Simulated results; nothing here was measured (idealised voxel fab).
The following is a process module called voxel air gaps.
We display cut, a cross-section 140 nm in width whose square cells are each 5 nm.
Reading order for cross-sections: top band down to bottom band. Underlying form: a grid of square cells. Band size: one or more rows of cells. Top height, bottom height, nm. Materials left to right, width each, nm. Single material + "throughout" = fills band edge to edge. "blank" = empty. Heights are reckoned from 0. Under this level, the received wafer is all of one material. The bottommost band is open-ended downward, for example "from 0 down". Read "30..40" as a graded width: first number on top, second number at the bottom, same change between each pair of neighbouring rows. Where a step carries "nothing changed", the cross-section came out of it unchanged, cell for cell. "Enclosed void inventory" enumerates empty spaces isolated from the top, with no open way to it, that contain at least 8 cells, giving each as width x height at distance from the left edge, all three in nm. Heads up: the bit after the settings on a step's line is the simulator's remark on that step. On any step carrying a mask, the "overlay nm" setting, if present on the step's line, tells how far right of its planned place the mask lay; negative values point to the left.
Below is the list of planned process steps
step 1: RECEIVE | material Si
step 2: CONFORMAL_DEP | material SiO2 | thk nm 15
step 3: CONFORMAL_DEP | material SiN | thk nm 5
step 4: DIRECTIONAL_DEP | material SiO2 | thk nm 40
step 5: DIRECTIONAL_DEP | material aC | thk nm 10
step 6: PATTERN | tone open | mask id LINES | material resist | width nm 15 | pitch nm 40 | thk nm 25 | overlay nm 0
step 7: DIRECTIONAL_ETCH | etch materials aC | depth nm 10
step 8: STRIP | etch materials resist
step 9: DIRECTIONAL_ETCH | etch materials SiO2 | depth nm 40
step 10: STRIP | etch materials aC
step 11: CONFORMAL_DEP | material TiN | thk nm 5
step 12: FILL_DEP | material Ru | thk nm 5
step 13: CMP | height nm 60
step 14: EPI | material Ru | thk nm 10
step 15: SELECTIVE_ETCH | etch materials SiO2 | depth nm 50
step 16: CONFORMAL_DEP | material SiCN | thk nm 5
Among the wafers covered here, the point of difference is the width nm at step 6; their starting state is shared, and the plan presents the value of the first wafer.
First wafer of several, as received: cross-section after step 1
> from 0 down: Si throughout
> Enclosed void inventory: none
For your reference, the table is organized with a row per wafer; each row reflects the wafer at the end of the module, indicating for each material the cells gained (+) or lost (-) since receipt, and thereafter its closed voids
width nm 15; +63 Ru; +104 SiCN; +28 SiN; +84 SiO2; +51 TiN; Enclosed void inventory: 15 x 30 at 40; 15 x 30 at 80
width nm 20; +90 Ru; +56 SiCN; +28 SiN; +148 SiO2; +54 TiN; Enclosed void inventory: none
width nm 25; +113 Ru; +56 SiCN; +28 SiN; +132 SiO2; +57 TiN; Enclosed void inventory: 10 x 30 at 0
